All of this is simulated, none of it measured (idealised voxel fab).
Module name: voxel wiring stack (process module)
Shown is cross-section cut, with a width of 265 nm and square cells of size 5 nm.
Cross-section spec: square-cell grid; bands listed top down; each band is one or more rows. First you get the band's top height and its bottom height, in nm, and then the materials it's made of, left to right, with each width in nm. If you see a single material with "edge to edge", that one covers the band edge to edge. "blank" is empty space. Height datum 0, below which the as-received substrate wafer is one material. Lowest band open at the bottom, running downward: "top 0, no bottom". The expression "30->40" gives the width at the extremes of the band, the first number at its top row of cells and the second at its bottom row, with the width changing by equal amounts from each row to the next in between. When a step is marked "left unchanged", none of the cells in the cross-section changed during that step. "Entrapped void list" enumerates empty spaces isolated from the top, with no open way to it, that contain at least 8 cells, giving each as width x height at distance from the left edge, all three in nm. What comes after the settings on a step's line is commentary from the simulator itself on that step. overlay nm: on a step with a mask, how far right of its planned place the mask lay; negative means left.
Planned step list for the process
1) RECEIVE [material Si]
2) CONFORMAL_DEP [material SiO2] [thk nm 10]
3) CONFORMAL_DEP [material SiCN] [thk nm 5]
4) DIRECTIONAL_DEP [material SiO2] [thk nm 20]
5) DIRECTIONAL_DEP [material aC] [thk nm 15]
6) PATTERN [tone open] [mask id METAL_1] [material resist] [width nm 30] [pitch nm 60] [thk nm 35] [overlay nm 0]
7) DIRECTIONAL_ETCH [etch materials aC] [depth nm 15]
8) STRIP [etch materials resist]
9) DIRECTIONAL_ETCH [etch materials SiO2] [depth nm 20]
10) DIRECTIONAL_ETCH [etch materials SiCN] [depth nm 5]
11) STRIP [etch materials aC]
12) CONFORMAL_DEP [material TiN] [thk nm 5]
13) FILL_DEP [material W] [thk nm 5]
14) CMP [height nm 35]
15) EPI [material Ru] [thk nm 5]
16) FILL_DEP [material SiCN] [thk nm 5]
17) DIRECTIONAL_DEP [material SiO2] [thk nm 10]
18) PATTERN [tone open] [mask id PLUG_1] [material resist] [width nm 15] [pitch nm 60] [thk nm 15] [overlay nm 0]
19) DIRECTIONAL_ETCH [etch materials SiO2] [depth nm 10]
20) DIRECTIONAL_ETCH [etch materials SiCN] [depth nm 5]
21) STRIP [etch materials resist]
22) EPI [material Ru] [thk nm 10]
23) EPI [material Ru] [thk nm 5]
24) DIRECTIONAL_DEP [material TiN] [thk nm 5]
25) DIRECTIONAL_DEP [material W] [thk nm 15]
26) DIRECTIONAL_DEP [material aC] [thk nm 15]
27) PATTERN [tone cover] [mask id METAL_2] [material resist] [width nm 30] [pitch nm 60] [thk nm 30] [overlay nm 0]
28) DIRECTIONAL_ETCH [etch materials aC] [depth nm 15]
29) STRIP [etch materials resist]
30) DIRECTIONAL_ETCH [etch materials W] [depth nm 15]
31) DIRECTIONAL_ETCH [etch materials TiN] [depth nm 5]
32) STRIP [etch materials aC]
33) CONFORMAL_DEP [material SiN] [thk nm 5]
34) FILL_DEP [material lowk] [thk nm 5]
35) CMP [height nm 75]
36) CONFORMAL_DEP [material SiCN] [thk nm 5]
Cross-section of the incoming wafer, state after step 1
    top 0, no bottom | Si edge to edge
    Entrapped void list: none
First of two wafers at the end of the module, shown in cross-section; run carried out as planned
    top 80, bottom 75 | SiCN edge to edge
    top 75, bottom 60 | lowk=50  SiN=5  W=30  SiN=5  lowk=20  SiN=5  W=30  SiN=5  lowk=20  SiN=5  W=30  SiN=5  lowk=55
    top 60, bottom 55 | SiN=55  TiN=30  SiN=30  TiN=30  SiN=30  TiN=30  SiN=60
    top 55, bottom 45 | SiO2=55  Ru=15  SiO2=45  Ru=15  SiO2=45  Ru=15  SiO2=75
    top 45, bottom 35 | SiCN=55->50  Ru=15->40  SiCN=45->20  Ru=15->40  SiCN=45->20  Ru=15->40  SiCN=75->55
    top 35, bottom 15 | SiO2=55  TiN=5  W=20  TiN=5  SiO2=30  TiN=5  W=20  TiN=5  SiO2=30  TiN=5  W=20  TiN=5  SiO2=60
    top 15, bottom 10 | SiCN=55  TiN=30  SiCN=30  TiN=30  SiCN=30  TiN=30  SiCN=60
    top 10, bottom 0 | SiO2 edge to edge
    top 0, no bottom | Si edge to edge
    Entrapped void list: none
Cross-section of the latter of the two wafers at module completion. It had an identical start and an identical plan to the former; in running it, one mistake was made
    top 80, bottom 75 | SiCN edge to edge
    top 75, bottom 70 | lowk=50  SiN=40  lowk=20  SiN=40  lowk=20  SiN=40  lowk=55
    top 70, bottom 60 | lowk=50  SiN=5  W=30  SiN=5  lowk=20  SiN=5  W=30  SiN=5  lowk=20  SiN=5  W=30  SiN=5  lowk=55
    top 60, bottom 55 | SiN=55  W=30  SiN=30  W=30  SiN=30  W=30  SiN=60
    top 55, bottom 45 | SiO2=55  Ru=15  SiO2=45  Ru=15  SiO2=45  Ru=15  SiO2=75
    top 45, bottom 35 | SiCN=55->50  Ru=15->40  SiCN=45->20  Ru=15->40  SiCN=45->20  Ru=15->40  SiCN=75->55
    top 35, bottom 15 | SiO2=55  TiN=5  W=20  TiN=5  SiO2=30  TiN=5  W=20  TiN=5  SiO2=30  TiN=5  W=20  TiN=5  SiO2=60
    top 15, bottom 10 | SiCN=55  TiN=30  SiCN=30  TiN=30  SiCN=30  TiN=30  SiCN=60
    top 10, bottom 0 | SiO2 edge to edge
    top 0, no bottom | Si edge to edge
    Entrapped void list: none
Want to know what went wrong? the run left out plan step 24 entirely, so it was never executed
Final wafer comparison in cells, second versus first, more or fewer per material: +18 SiN, -18 TiN
